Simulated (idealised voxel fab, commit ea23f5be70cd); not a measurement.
Module name: voxel self aligned contacts (process module)
We display cut, a cross-section 295 nm in width whose square cells are each 5 nm.
In this document a cross-section is written as a grid of square cells. It is given as a series of bands, listed from the top down, and a band is one or more rows of cells. Top, bottom (nm), then materials left to right with widths (nm); lone material tagged "throughout" fills the whole band edge to edge; "air" = empty space. Heads up on the height convention: 0 is the point under which the incoming wafer is all one material, and the lowest band has no bottom, it just keeps going down, like "0 -> down". A width such as "30 to 40" changes by the same amount from each row of cells to the next, from the band's top row to its bottom row. Any step labelled "nothing got changed" changed none of the cells in the cross-section. Cavities, sealed: empty space of 8 cells or more with no open way to the top, each as width x height at its distance from the left edge, in nm. Post-settings text on a step line: simulator's own remark regarding the step. When a step includes a mask, the "overlay nm" setting on its line states how far to the right of its planned place that mask lay, and negative values state how far to the left.

-- The process steps that were planned are listed below
- 1: RECEIVE | material Si
- 2: CONFORMAL_DEP | material SiO2 | thk nm 5
- 3: DIRECTIONAL_DEP | material polySi | thk nm 30
- 4: DIRECTIONAL_DEP | material SiN | thk nm 25
- 5: MASKED_ETCH | tone cover | mask id GATE | width nm 30 | pitch nm 75 | etch materials SiN | depth nm 25 | overlay nm 0
- 6: MASKED_ETCH | tone cover | mask id GATE | width nm 30 | pitch nm 75 | etch materials polySi | depth nm 30 | overlay nm 0
- 7: CONFORMAL_DEP | material SiN | thk nm 10
- 8: DIRECTIONAL_ETCH | etch materials SiN | depth nm 10
- 9: FILL_DEP | material SiO2 | thk nm 15
- 10: CMP | height nm 65
- 11: PATTERN | tone open | mask id CONTACT | material resist | width nm 55 | pitch nm 75 | thk nm 15 | overlay nm 0
- 12: DIRECTIONAL_ETCH | etch materials SiO2 | depth nm 65
- 13: STRIP | etch materials resist
- 14: CONFORMAL_DEP | material TiN | thk nm 5
- 15: FILL_DEP | material W | thk nm 10
- 16: CMP | height nm 65
- 17: CONFORMAL_DEP | material SiCN | thk nm 5

-- Step 1 complete: cross-section of the wafer as received
	0 -> down: Si throughout
	Cavities, sealed: none

-- First wafer of two, sectioned at end of module; run went per plan
	70 -> 65: SiCN throughout
	65 -> 60: SiO2: 80, then TiN: 20, then W: 15, then TiN: 20, then SiO2: 20, then TiN: 20, then W: 15, then TiN: 20, then SiO2: 85
	60 -> 35: SiO2: 45, then SiN: 50, then TiN: 5, then W: 15, then TiN: 5, then SiN: 50, then TiN: 5, then W: 15, then TiN: 5, then SiN: 50, then SiO2: 50
	35 -> 5: SiO2: 45, then SiN: 10, then polySi: 30, then SiN: 10, then TiN: 5, then W: 15, then TiN: 5, then SiN: 10, then polySi: 30, then SiN: 10, then TiN: 5, then W: 15, then TiN: 5, then SiN: 10, then polySi: 30, then SiN: 10, then SiO2: 50
	5 -> 0: SiO2: 95, then TiN: 25, then SiO2: 50, then TiN: 25, then SiO2: 100
	0 -> down: Si throughout
	Cavities, sealed: none

-- What the second wafer looks like in cross-section once the module is done. Its start and its plan matched the first wafer's exactly; what differed was one mistake in how it was run
	70 -> 65: SiCN throughout
	65 -> 40: SiO2: 45, then SiN: 10, then polySi: 30, then SiN: 10, then TiN: 5, then W: 15, then TiN: 5, then SiN: 10, then polySi: 30, then SiN: 10, then TiN: 5, then W: 15, then TiN: 5, then SiN: 10, then polySi: 30, then SiN: 10, then SiO2: 50
	40 -> 35: SiO2: 45, then SiN: 10, then polySi: 30, then SiN: 10, then TiN: 25, then SiN: 10, then polySi: 30, then SiN: 10, then TiN: 25, then SiN: 10, then polySi: 30, then SiN: 10, then SiO2: 50
	35 -> 5: polySi throughout
	5 -> 0: SiO2 throughout
	0 -> down: Si throughout
	Cavities, sealed: none
Deviation noted in wafer processing: step 3 of the plan was carried out twice
The final cell counts differ between the wafers, with the second having more or fewer of some materials than the first: SiN -150; SiO2 -122; TiN -40; W -42; polySi +354
